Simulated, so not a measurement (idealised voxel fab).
Process module name: voxel self aligned contacts
Xsec cut, 235 nm wide, square cell size 5 nm.
Think of the cross-section as a grid of square cells. We describe it in bands, top to bottom, and each band covers one or more rows of those cells.
Quick guide to a band line: top height, bottom height (nm) up front; then every material left to right with its width in nm. Only one material and it's marked "edge to edge"? Then it fills the band edge to edge. And "empty" just means empty space.
Zero point of the height axis is 0; under it, received wafer = one material. Lowest band: continues down indefinitely, "from 0 down".
With a width like "30->40", each row of cells in the band differs from the next by the same amount, the top row carrying the first number and the bottom row the second.
"remains unaltered", as given for a step, is the statement that not any cell of the cross-section underwent a change during that step.
Enclosed voids (no open way to top), threshold 8 cells or more, entry "Completely enclosed voids", notation width x height at distance, distance from left edge, nm.
The remark found on a step's line after its settings is issued by the simulator itself and pertains to that step.
For masked steps, "overlay nm" on the step line gives how far right of plan the mask actually lay; a minus sign means it lay to the left.

## So here's the lineup of process steps we planned
1: RECEIVE with material Si
2: CONFORMAL_DEP with material SiO2, thk nm 5
3: DIRECTIONAL_DEP with material polySi, thk nm 30
4: DIRECTIONAL_DEP with material SiN, thk nm 20
5: DIRECTIONAL_DEP with material aC, thk nm 15
6: PATTERN with tone cover, mask id GATE, material resist, width nm 35, pitch nm 75, thk nm 30, overlay nm 0
7: DIRECTIONAL_ETCH with etch materials aC, depth nm 15
8: STRIP with etch materials resist
9: DIRECTIONAL_ETCH with etch materials SiN, depth nm 20
10: DIRECTIONAL_ETCH with etch materials polySi, depth nm 30
11: STRIP with etch materials aC
12: CONFORMAL_DEP with material SiN, thk nm 10
13: DIRECTIONAL_ETCH with etch materials SiN, depth nm 10
14: FILL_DEP with material SiO2, thk nm 20
15: CMP with height nm 65
16: DIRECTIONAL_DEP with material aC, thk nm 15
17: PATTERN with tone open, mask id CONTACT, material resist, width nm 50, pitch nm 75, thk nm 35, overlay nm 0
18: DIRECTIONAL_ETCH with etch materials aC, depth nm 15
19: STRIP with etch materials resist
20: DIRECTIONAL_ETCH with etch materials SiO2, depth nm 65
21: STRIP with etch materials aC
22: CONFORMAL_DEP with material TiN, thk nm 5
23: FILL_DEP with material W, thk nm 10
24: CMP with height nm 65
25: CONFORMAL_DEP with material SiCN, thk nm 5

## The first of a set of two wafers, run to plan

## Incoming wafer, cross-sectional view, post step 1
    from 0 down  Si edge to edge
    Completely enclosed voids: none

## Wafer after step 2 (cross-section)
    from 5 to 0  SiO2 edge to edge
    All layers under 0 are left as they were.

## Wafer after step 3 (cross-section)
    from 35 to 5  polySi edge to edge
    All layers under 5 are left as they were.

## Wafer after step 4 (cross-section)
    from 55 to 35  SiN edge to edge
    All layers under 35 are left as they were.

## Wafer after step 5 (cross-section)
    from 70 to 55  aC edge to edge
    All layers under 55 are left as they were.

## Wafer after step 6 (cross-section)
    from 100 to 70  25 nm empty / 35 nm resist / 40 nm empty / 35 nm resist / 40 nm empty / 35 nm resist / 25 nm empty
    All layers under 70 are left as they were.

## Wafer after step 7 (cross-section)
    from 85 to 70  25 nm empty / 35 nm resist / 40 nm empty / 35 nm resist / 40 nm empty / 35 nm resist / 25 nm empty
    from 70 to 55  25 nm empty / 35 nm aC / 40 nm empty / 35 nm aC / 40 nm empty / 35 nm aC / 25 nm empty
    All layers under 55 are left as they were.

## Wafer after step 8 (cross-section)
    from 70 to 55  25 nm empty / 35 nm aC / 40 nm empty / 35 nm aC / 40 nm empty / 35 nm aC / 25 nm empty
    All layers under 55 are left as they were.

## Wafer after step 9 (cross-section)
    from 70 to 55  25 nm empty / 35 nm aC / 40 nm empty / 35 nm aC / 40 nm empty / 35 nm aC / 25 nm empty
    from 55 to 35  25 nm empty / 35 nm SiN / 40 nm empty / 35 nm SiN / 40 nm empty / 35 nm SiN / 25 nm empty
    All layers under 35 are left as they were.

## Wafer after step 10 (cross-section)
    from 70 to 55  25 nm empty / 35 nm aC / 40 nm empty / 35 nm aC / 40 nm empty / 35 nm aC / 25 nm empty
    from 55 to 35  25 nm empty / 35 nm SiN / 40 nm empty / 35 nm SiN / 40 nm empty / 35 nm SiN / 25 nm empty
    from 35 to 5  25 nm empty / 35 nm polySi / 40 nm empty / 35 nm polySi / 40 nm empty / 35 nm polySi / 25 nm empty
    All layers under 5 are left as they were.

## Wafer after step 11 (cross-section)
    from 55 to 35  25 nm empty / 35 nm SiN / 40 nm empty / 35 nm SiN / 40 nm empty / 35 nm SiN / 25 nm empty
    All layers under 35 are left as they were.

## Wafer after step 12 (cross-section)
    from 65 to 35  15 nm empty / 55 nm SiN / 20 nm empty / 55 nm SiN / 20 nm empty / 55 nm SiN / 15 nm empty
    from 35 to 15  15 nm empty / 10 nm SiN / 35 nm polySi / 10 nm SiN / 20 nm empty / 10 nm SiN / 35 nm polySi / 10 nm SiN / 20 nm empty / 10 nm SiN / 35 nm polySi / 10 nm SiN / 15 nm empty
    from 15 to 5  25 nm SiN / 35 nm polySi / 40 nm SiN / 35 nm polySi / 40 nm SiN / 35 nm polySi / 25 nm SiN
    All layers under 5 are left as they were.

## Wafer after step 13 (cross-section)
    from 55 to 35  15 nm empty / 55 nm SiN / 20 nm empty / 55 nm SiN / 20 nm empty / 55 nm SiN / 15 nm empty
    from 35 to 5  15 nm empty / 10 nm SiN / 35 nm polySi / 10 nm SiN / 20 nm empty / 10 nm SiN / 35 nm polySi / 10 nm SiN / 20 nm empty / 10 nm SiN / 35 nm polySi / 10 nm SiN / 15 nm empty
    All layers under 5 are left as they were.

## Wafer after step 14 (cross-section)
    from 75 to 55  SiO2 edge to edge
    from 55 to 35  15 nm SiO2 / 55 nm SiN / 20 nm SiO2 / 55 nm SiN / 20 nm SiO2 / 55 nm SiN / 15 nm SiO2
    from 35 to 5  15 nm SiO2 / 10 nm SiN / 35 nm polySi / 10 nm SiN / 20 nm SiO2 / 10 nm SiN / 35 nm polySi / 10 nm SiN / 20 nm SiO2 / 10 nm SiN / 35 nm polySi / 10 nm SiN / 15 nm SiO2
    All layers under 5 are left as they were.

## Wafer after step 15 (cross-section)
    from 65 to 55  SiO2 edge to edge
    All layers under 55 are left as they were.

## Wafer after step 16 (cross-section)
    from 80 to 65  aC edge to edge
    All layers under 65 are left as they were.

## Wafer after step 17 (cross-section)
    from 115 to 80  55 nm resist / 50 nm empty / 25 nm resist / 50 nm empty / 55 nm resist
    All layers under 80 are left as they were.

## Wafer after step 18 (cross-section)
    from 100 to 80  55 nm resist / 50 nm empty / 25 nm resist / 50 nm empty / 55 nm resist
    from 80 to 65  55 nm aC / 50 nm empty / 25 nm aC / 50 nm empty / 55 nm aC
    All layers under 65 are left as they were.

## Wafer after step 19 (cross-section)
    from 80 to 65  55 nm aC / 50 nm empty / 25 nm aC / 50 nm empty / 55 nm aC
    All layers under 65 are left as they were.

## Wafer after step 20 (cross-section)
    from 80 to 65  55 nm aC / 50 nm empty / 25 nm aC / 50 nm empty / 55 nm aC
    from 65 to 55  55 nm SiO2 / 50 nm empty / 25 nm SiO2 / 50 nm empty / 55 nm SiO2
    from 55 to 35  15 nm SiO2 / 55 nm SiN / 20 nm empty / 55 nm SiN / 20 nm empty / 55 nm SiN / 15 nm SiO2
    from 35 to 5  15 nm SiO2 / 10 nm SiN / 35 nm polySi / 10 nm SiN / 20 nm empty / 10 nm SiN / 35 nm polySi / 10 nm SiN / 20 nm empty / 10 nm SiN / 35 nm polySi / 10 nm SiN / 15 nm SiO2
    from 5 to 0  70 nm SiO2 / 20 nm empty / 55 nm SiO2 / 20 nm empty / 70 nm SiO2
    All layers under 0 are left as they were.

## Wafer after step 21 (cross-section)
    from 65 to 55  55 nm SiO2 / 50 nm empty / 25 nm SiO2 / 50 nm empty / 55 nm SiO2
    All layers under 55 are left as they were.

## Wafer after step 22 (cross-section)
    from 70 to 65  60 nm TiN / 40 nm empty / 35 nm TiN / 40 nm empty / 60 nm TiN
    from 65 to 55  55 nm SiO2 / 5->20 nm TiN / 40->10 nm empty / 5->20 nm TiN / 25 nm SiO2 / 5->20 nm TiN / 40->10 nm empty / 5->20 nm TiN / 55 nm SiO2
    from 55 to 35  15 nm SiO2 / 55 nm SiN / 5 nm TiN / 10 nm empty / 5 nm TiN / 55 nm SiN / 5 nm TiN / 10 nm empty / 5 nm TiN / 55 nm SiN / 15 nm SiO2
    from 35 to 5  15 nm SiO2 / 10 nm SiN / 35 nm polySi / 10 nm SiN / 5 nm TiN / 10 nm empty / 5 nm TiN / 10 nm SiN / 35 nm polySi / 10 nm SiN / 5 nm TiN / 10 nm empty / 5 nm TiN / 10 nm SiN / 35 nm polySi / 10 nm SiN / 15 nm SiO2
    from 5 to 0  70 nm SiO2 / 20 nm TiN / 55 nm SiO2 / 20 nm TiN / 70 nm SiO2
    All layers under 0 are left as they were.

## Wafer after step 23 (cross-section)
    from 80 to 70  W edge to edge
    from 70 to 65  60 nm TiN / 40 nm W / 35 nm TiN / 40 nm W / 60 nm TiN
    from 65 to 55  55 nm SiO2 / 5->20 nm TiN / 40->10 nm W / 5->20 nm TiN / 25 nm SiO2 / 5->20 nm TiN / 40->10 nm W / 5->20 nm TiN / 55 nm SiO2
    from 55 to 35  15 nm SiO2 / 55 nm SiN / 5 nm TiN / 10 nm W / 5 nm TiN / 55 nm SiN / 5 nm TiN / 10 nm W / 5 nm TiN / 55 nm SiN / 15 nm SiO2
    from 35 to 5  15 nm SiO2 / 10 nm SiN / 35 nm polySi / 10 nm SiN / 5 nm TiN / 10 nm W / 5 nm TiN / 10 nm SiN / 35 nm polySi / 10 nm SiN / 5 nm TiN / 10 nm W / 5 nm TiN / 10 nm SiN / 35 nm polySi / 10 nm SiN / 15 nm SiO2
    All layers under 5 are left as they were.

## Wafer after step 24 (cross-section)
    from 65 to 55  55 nm SiO2 / 5->20 nm TiN / 40->10 nm W / 5->20 nm TiN / 25 nm SiO2 / 5->20 nm TiN / 40->10 nm W / 5->20 nm TiN / 55 nm SiO2
    All layers under 55 are left as they were.

## Wafer after step 25 (cross-section)
    from 70 to 65  SiCN edge to edge
    All layers under 65 are left as they were.

## Regarding the second of the two wafers: it shared the first wafer's starting condition and process plan, yet one error occurred during its execution. Its history coincides with that of the first wafer up to and including step 14

## Cross-section of the second wafer at the time by which step 15 should have been completed according to the plan
    from 60 to 55  SiO2 edge to edge
    All layers under 55 are left as they were.

## Cross-section of the second wafer at the time by which step 16 should have been completed according to the plan
    from 75 to 60  aC edge to edge
    All layers under 60 are left as they were.

## Cross-section of the second wafer at the time by which step 17 should have been completed according to the plan
    from 110 to 75  55 nm resist / 50 nm empty / 25 nm resist / 50 nm empty / 55 nm resist
    All layers under 75 are left as they were.

## Cross-section of the second wafer at the time by which step 18 should have been completed according to the plan
    from 95 to 75  55 nm resist / 50 nm empty / 25 nm resist / 50 nm empty / 55 nm resist
    from 75 to 60  55 nm aC / 50 nm empty / 25 nm aC / 50 nm empty / 55 nm aC
    All layers under 60 are left as they were.

## Cross-section of the second wafer at the time by which step 19 should have been completed according to the plan
    from 75 to 60  55 nm aC / 50 nm empty / 25 nm aC / 50 nm empty / 55 nm aC
    All layers under 60 are left as they were.

## Cross-section of the second wafer at the time by which step 20 should have been completed according to the plan
    from 75 to 60  55 nm aC / 50 nm empty / 25 nm aC / 50 nm empty / 55 nm aC
    from 60 to 55  55 nm SiO2 / 50 nm empty / 25 nm SiO2 / 50 nm empty / 55 nm SiO2
    from 55 to 35  15 nm SiO2 / 55 nm SiN / 20 nm empty / 55 nm SiN / 20 nm empty / 55 nm SiN / 15 nm SiO2
    from 35 to 5  15 nm SiO2 / 10 nm SiN / 35 nm polySi / 10 nm SiN / 20 nm empty / 10 nm SiN / 35 nm polySi / 10 nm SiN / 20 nm empty / 10 nm SiN / 35 nm polySi / 10 nm SiN / 15 nm SiO2
    from 5 to 0  70 nm SiO2 / 20 nm empty / 55 nm SiO2 / 20 nm empty / 70 nm SiO2
    All layers under 0 are left as they were.

## Cross-section of the second wafer at the time by which step 21 should have been completed according to the plan
    from 60 to 55  55 nm SiO2 / 50 nm empty / 25 nm SiO2 / 50 nm empty / 55 nm SiO2
    All layers under 55 are left as they were.

## Cross-section of the second wafer at the time by which step 22 should have been completed according to the plan
    from 65 to 60  60 nm TiN / 40 nm empty / 35 nm TiN / 40 nm empty / 60 nm TiN
    from 60 to 55  55 nm SiO2 / 20 nm TiN / 10 nm empty / 20 nm TiN / 25 nm SiO2 / 20 nm TiN / 10 nm empty / 20 nm TiN / 55 nm SiO2
    from 55 to 35  15 nm SiO2 / 55 nm SiN / 5 nm TiN / 10 nm empty / 5 nm TiN / 55 nm SiN / 5 nm TiN / 10 nm empty / 5 nm TiN / 55 nm SiN / 15 nm SiO2
    from 35 to 5  15 nm SiO2 / 10 nm SiN / 35 nm polySi / 10 nm SiN / 5 nm TiN / 10 nm empty / 5 nm TiN / 10 nm SiN / 35 nm polySi / 10 nm SiN / 5 nm TiN / 10 nm empty / 5 nm TiN / 10 nm SiN / 35 nm polySi / 10 nm SiN / 15 nm SiO2
    from 5 to 0  70 nm SiO2 / 20 nm TiN / 55 nm SiO2 / 20 nm TiN / 70 nm SiO2
    All layers under 0 are left as they were.

## Cross-section of the second wafer at the time by which step 23 should have been completed according to the plan
    from 75 to 65  W edge to edge
    from 65 to 60  60 nm TiN / 40 nm W / 35 nm TiN / 40 nm W / 60 nm TiN
    from 60 to 55  55 nm SiO2 / 20 nm TiN / 10 nm W / 20 nm TiN / 25 nm SiO2 / 20 nm TiN / 10 nm W / 20 nm TiN / 55 nm SiO2
    from 55 to 35  15 nm SiO2 / 55 nm SiN / 5 nm TiN / 10 nm W / 5 nm TiN / 55 nm SiN / 5 nm TiN / 10 nm W / 5 nm TiN / 55 nm SiN / 15 nm SiO2
    from 35 to 5  15 nm SiO2 / 10 nm SiN / 35 nm polySi / 10 nm SiN / 5 nm TiN / 10 nm W / 5 nm TiN / 10 nm SiN / 35 nm polySi / 10 nm SiN / 5 nm TiN / 10 nm W / 5 nm TiN / 10 nm SiN / 35 nm polySi / 10 nm SiN / 15 nm SiO2
    All layers under 5 are left as they were.

## Cross-section of the second wafer at the time by which step 24 should have been completed according to the plan
    from 65 to 60  60 nm TiN / 40 nm W / 35 nm TiN / 40 nm W / 60 nm TiN
    All layers under 60 are left as they were.

## Cross-section of the second wafer at the time by which step 25 should have been completed according to the plan
    from 70 to 65  SiCN edge to edge
    All layers under 65 are left as they were.
The mistake made against the process plan was this: step 15 was processed under conditions differing from the plan, specifically as CMP with height nm 60
In the final state, the cell counts of the second wafer exceed or fall short of those of the first for the following materials: SiO2: 27 fewer | TiN: 27 more
